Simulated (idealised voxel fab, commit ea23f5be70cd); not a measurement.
Presented below is a process module, voxel released beams.
cross-section cut | 200 nm wide | cells 5 nm
Cross-section format: a grid of square cells, given as bands from top to bottom; each band is one or more rows of cells.
For a band, the entry starts with two heights in nm, that of the top and then that of the bottom, and carries on with the band's materials in order from left to right, each alongside its width in nm; the word "all across" beside a single material means it fills the band edge to edge, and "air" means empty space.
Counting heights begins at 0, where everything beneath is, in the wafer as received, one material. The lowest band has no bottom; it goes on downwards, as "0 nm and below" shows.
So if you see something like "30->40" for the width, read it as the top row of the band sitting at the first number and the bottom row at the second, with every row in between moving by the same amount as the last.
"no alteration" after a step means that no cell of the cross-section changed.
Each empty space that has no open way to the top and spans at least 8 cells appears under "Unvented cavities" as width x height at distance, the distance counted from the left edge, all in nm.
Text after the settings on a step's line: the simulator's own remark on that step.
On any step carrying a mask, the "overlay nm" setting, if present on the step's line, tells how far right of its planned place the mask lay; negative values point to the left.

### Below is the list of planned process steps
1: RECEIVE | material Si
2: CONFORMAL_DEP | material SiN | thk nm 5
3: DIRECTIONAL_DEP | material SiO2 | thk nm 20
4: MASKED_ETCH | tone open | mask id ANCHOR | width nm 35 | etch materials SiO2 | depth nm 20 | overlay nm 0
5: CONFORMAL_DEP | material TiN | thk nm 15
6: DIRECTIONAL_DEP | material aC | thk nm 15
7: PATTERN | tone cover | mask id BEAM | material resist | width nm 90 | thk nm 30 | overlay nm 0
8: DIRECTIONAL_ETCH | etch materials aC | depth nm 15
9: STRIP | etch materials resist
10: DIRECTIONAL_ETCH | etch materials TiN | depth nm 15
11: STRIP | etch materials aC
12: STRIP | etch materials SiO2

### Wafer, first of two, run as planned

### Incoming wafer in cross-section (state: after step 1)
0 nm and below: Si all across
Unvented cavities: none

### How the wafer stands in section after step 2
5 nm to 0 nm: SiN all across
Note: structure below 0 unchanged.

### How the wafer stands in section after step 3
25 nm to 5 nm: SiO2 all across
Note: structure below 5 unchanged.

### How the wafer stands in section after step 4
25 nm to 5 nm: SiO2 (55)  air (35)  SiO2 (110)
Note: structure below 5 unchanged.

### How the wafer stands in section after step 5
40 nm to 25 nm: TiN (70)  air (5)  TiN (125)
25 nm to 20 nm: SiO2 (55)  TiN (15)  air (5)  TiN (15)  SiO2 (110)
20 nm to 5 nm: SiO2 (55)  TiN (35)  SiO2 (110)
Note: structure below 5 unchanged.

### How the wafer stands in section after step 6
55 nm to 40 nm: aC (70)  air (5)  aC (125)
40 nm to 35 nm: TiN (70)  air (5)  TiN (125)
35 nm to 25 nm: TiN (70)  aC (5)  TiN (125)
25 nm to 20 nm: SiO2 (55)  TiN (15)  aC (5)  TiN (15)  SiO2 (110)
Note: structure below 20 unchanged.

### How the wafer stands in section after step 7
85 nm to 55 nm: air (50)  resist (90)  air (60)
55 nm to 40 nm: aC (70)  resist (5)  aC (125)
40 nm to 35 nm: TiN (70)  resist (5)  TiN (125)
Note: structure below 35 unchanged.

### How the wafer stands in section after step 8
70 nm to 55 nm: air (50)  resist (90)  air (60)
55 nm to 40 nm: air (50)  aC (20)  resist (5)  aC (65)  air (60)
Note: structure below 40 unchanged.

### How the wafer stands in section after step 9
55 nm to 40 nm: air (50)  aC (20)  air (5)  aC (65)  air (60)
40 nm to 35 nm: TiN (70)  air (5)  TiN (125)
Note: structure below 35 unchanged.

### How the wafer stands in section after step 10
55 nm to 40 nm: air (50)  aC (20)  air (5)  aC (65)  air (60)
40 nm to 35 nm: air (50)  TiN (20)  air (5)  TiN (65)  air (60)
35 nm to 25 nm: air (50)  TiN (20)  aC (5)  TiN (65)  air (60)
Note: structure below 25 unchanged.

### How the wafer stands in section after step 11
40 nm to 25 nm: air (50)  TiN (20)  air (5)  TiN (65)  air (60)
25 nm to 20 nm: SiO2 (55)  TiN (15)  air (5)  TiN (15)  SiO2 (110)
Note: structure below 20 unchanged.

### How the wafer stands in section after step 12
40 nm to 25 nm: air (50)  TiN (20)  air (5)  TiN (65)  air (60)
25 nm to 20 nm: air (55)  TiN (15)  air (5)  TiN (15)  air (110)
20 nm to 5 nm: air (55)  TiN (35)  air (110)
Note: structure below 5 unchanged.

### Wafer two: like wafer one in start and plan, but with one mistake in execution; identical up to and including step 6

### Second wafer: cross-section at the scheduled end of step 7
85 nm to 55 nm: air (55)  resist (85)  air (60)
55 nm to 40 nm: aC (70)  resist (5)  aC (125)
40 nm to 35 nm: TiN (70)  resist (5)  TiN (125)
Note: structure below 35 unchanged.

### Second wafer: cross-section at the scheduled end of step 8
70 nm to 55 nm: air (55)  resist (85)  air (60)
55 nm to 40 nm: air (55)  aC (15)  resist (5)  aC (65)  air (60)
Note: structure below 40 unchanged.

### Second wafer: cross-section at the scheduled end of step 9
55 nm to 40 nm: air (55)  aC (15)  air (5)  aC (65)  air (60)
40 nm to 35 nm: TiN (70)  air (5)  TiN (125)
Note: structure below 35 unchanged.

### Second wafer: cross-section at the scheduled end of step 10
55 nm to 40 nm: air (55)  aC (15)  air (5)  aC (65)  air (60)
40 nm to 35 nm: air (55)  TiN (15)  air (5)  TiN (65)  air (60)
35 nm to 25 nm: air (55)  TiN (15)  aC (5)  TiN (65)  air (60)
Note: structure below 25 unchanged.

### Second wafer: cross-section at the scheduled end of step 11
40 nm to 25 nm: air (55)  TiN (15)  air (5)  TiN (65)  air (60)
25 nm to 20 nm: SiO2 (55)  TiN (15)  air (5)  TiN (15)  SiO2 (110)
Note: structure below 20 unchanged.

### Second wafer: cross-section at the scheduled end of step 12
40 nm to 25 nm: air (55)  TiN (15)  air (5)  TiN (65)  air (60)
25 nm to 20 nm: air (55)  TiN (15)  air (5)  TiN (15)  air (110)
20 nm to 5 nm: air (55)  TiN (35)  air (110)
Note: structure below 5 unchanged.
Against the plan, the run slipped here: step 7 was not run as planned; what actually ran was PATTERN | tone cover | mask id BEAM | material resist | width nm 85 | thk nm 30 | overlay nm 0
Looking at both finished wafers in cells, the second ends up ahead of or behind the first on some materials: TiN -3
